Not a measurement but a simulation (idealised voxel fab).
Documented hereafter: the process module known as voxel capacitor over wiring.
We display cut, a cross-section 165 nm in width whose square cells are each 5 nm.
Think of the cross-section as a grid of square cells. We describe it in bands, top to bottom, and each band covers one or more rows of those cells. Look at the band entry: it leads with the top's height and the bottom's height in nm. Then it lists the materials left to right, with a width in nm for each. The word "throughout" on a single material says that material fills the band edge to edge. The word "blank" is empty space. The level at which height equals 0 is the one under which the wafer, as it arrives, is entirely one material. No lower edge exists for the bottom band, which continues downward and is notated as in "0..down". With a width like "30->40", each row of cells in the band differs from the next by the same amount, the top row carrying the first number and the bottom row the second. The cross-section has no changed cell in any step marked "no alteration". The entry titled "Fully sealed voids" provides the empty spaces that have no open way to the top, restricted to those of 8 cells or more. Each is presented as width x height at distance, the distance being measured from the left edge, with all three in nm. Step line, after settings: the simulator's comment on this step. overlay nm: on a step with a mask, how far right of its planned place the mask lay; negative means left.
-- The planned process steps are enumerated hereunder
| 1 | RECEIVE: material Si |
| 2 | CONFORMAL_DEP: material SiO2, thk nm 10 |
| 3 | DIRECTIONAL_DEP: material TiN, thk nm 5 |
| 4 | DIRECTIONAL_DEP: material W, thk nm 15 |
| 5 | MASKED_ETCH: tone cover, mask id METAL_1, width nm 25, pitch nm 75, etch materials W, depth nm 15, overlay nm 0 |
| 6 | MASKED_ETCH: tone cover, mask id METAL_1, width nm 25, pitch nm 75, etch materials TiN, depth nm 5, overlay nm 0 |
| 7 | FILL_DEP: material lowk, thk nm 5 |
| 8 | CMP: height nm 30 |
| 9 | CONFORMAL_DEP: material SiCN, thk nm 5 |
| 10 | DIRECTIONAL_DEP: material lowk, thk nm 20 |
| 11 | PATTERN: tone open, mask id PLUG_1, material resist, width nm 15, thk nm 15, overlay nm 0 |
| 12 | DIRECTIONAL_ETCH: etch materials lowk, depth nm 20 |
| 13 | DIRECTIONAL_ETCH: etch materials SiCN, depth nm 5 |
| 14 | STRIP: etch materials resist |
| 15 | EPI: material Ru, thk nm 10 |
| 16 | EPI: material Ru, thk nm 10 |
| 17 | EPI: material Ru, thk nm 5 |
| 18 | DIRECTIONAL_DEP: material TiN, thk nm 5 |
| 19 | DIRECTIONAL_DEP: material HfO2, thk nm 5 |
| 20 | DIRECTIONAL_DEP: material TiN, thk nm 5 |
| 21 | PATTERN: tone cover, mask id UPPER_PLATE, material resist, width nm 55, thk nm 15, overlay nm 0 |
| 22 | DIRECTIONAL_ETCH: etch materials TiN, depth nm 5 |
| 23 | DIRECTIONAL_ETCH: etch materials HfO2, depth nm 5 |
| 24 | STRIP: etch materials resist |
| 25 | PATTERN: tone cover, mask id LOWER_PLATE, material resist, width nm 65, thk nm 15, overlay nm 0 |
| 26 | DIRECTIONAL_ETCH: etch materials TiN, depth nm 5 |
| 27 | STRIP: etch materials resist |
| 28 | FILL_DEP: material SiO2, thk nm 15 |
| 29 | CMP: height nm 80 |
| 30 | PATTERN: tone open, mask id PLUG_2, material resist, width nm 15, thk nm 15, overlay nm 0 |
| 31 | DIRECTIONAL_ETCH: etch materials SiO2, depth nm 10 |
| 32 | STRIP: etch materials resist |
| 33 | CONFORMAL_DEP: material TiN, thk nm 5 |
| 34 | FILL_DEP: material Ru, thk nm 5 |
| 35 | CMP: height nm 80 |
| 36 | CONFORMAL_DEP: material SiCN, thk nm 5 |
-- Incoming wafer, cross-sectional view, post step 1
	0..down | Si throughout
	Fully sealed voids: none
-- Cross-sectional image of the first of two wafers at the end of the module, the run having proceeded as planned
	85..80 | SiCN throughout
	80..75 | 50 SiO2 / 5 TiN / 5 Ru / 5 TiN / 100 SiO2
	75..65 | 50->40 SiO2 / 15->55 TiN / 100->70 SiO2
	65..60 | 40 SiO2 / 55 HfO2 / 70 SiO2
	60..55 | 35 SiO2 / 65 TiN / 65 SiO2
	55..35 | 40 lowk / 15 Ru / 110 lowk
	35..30 | 40 SiCN / 15 Ru / 110 SiCN
	30..15 | 30 lowk / 25 W / 50 lowk / 25 W / 35 lowk
	15..10 | 30 lowk / 25 TiN / 50 lowk / 25 TiN / 35 lowk
	10..0 | SiO2 throughout
	0..down | Si throughout
	Fully sealed voids: none
-- Wafer two, end of module, cross-section. Same start, same plan as wafer one. One mistake in the run
	85..80 | SiCN throughout
	80..75 | 50 SiO2 / 5 TiN / 5 Ru / 5 TiN / 100 SiO2
	75..65 | 50->40 SiO2 / 15->55 TiN / 100->70 SiO2
	65..60 | 40 SiO2 / 55 HfO2 / 70 SiO2
	60..55 | 35 SiO2 / 65 TiN / 65 SiO2
	55..35 | 40 lowk / 15 Ru / 110 lowk
	35..30 | 40 SiCN / 15 Ru / 110 SiCN
	30..15 | 30 lowk / 25 W / 50 lowk / 25 W / 35 lowk
	15..10 | 25 lowk / 30 TiN / 45 lowk / 30 TiN / 35 lowk
	10..0 | SiO2 throughout
	0..down | Si throughout
	Fully sealed voids: none
Error vs. plan: step 6 did not happen as planned, as run it was MASKED_ETCH: tone cover, mask id METAL_1, width nm 25, pitch nm 75, etch materials TiN, depth nm 5, overlay nm -5
Wafer comparison, final, in cells, second relative to first, materials more or fewer: +2 TiN | -2 lowk
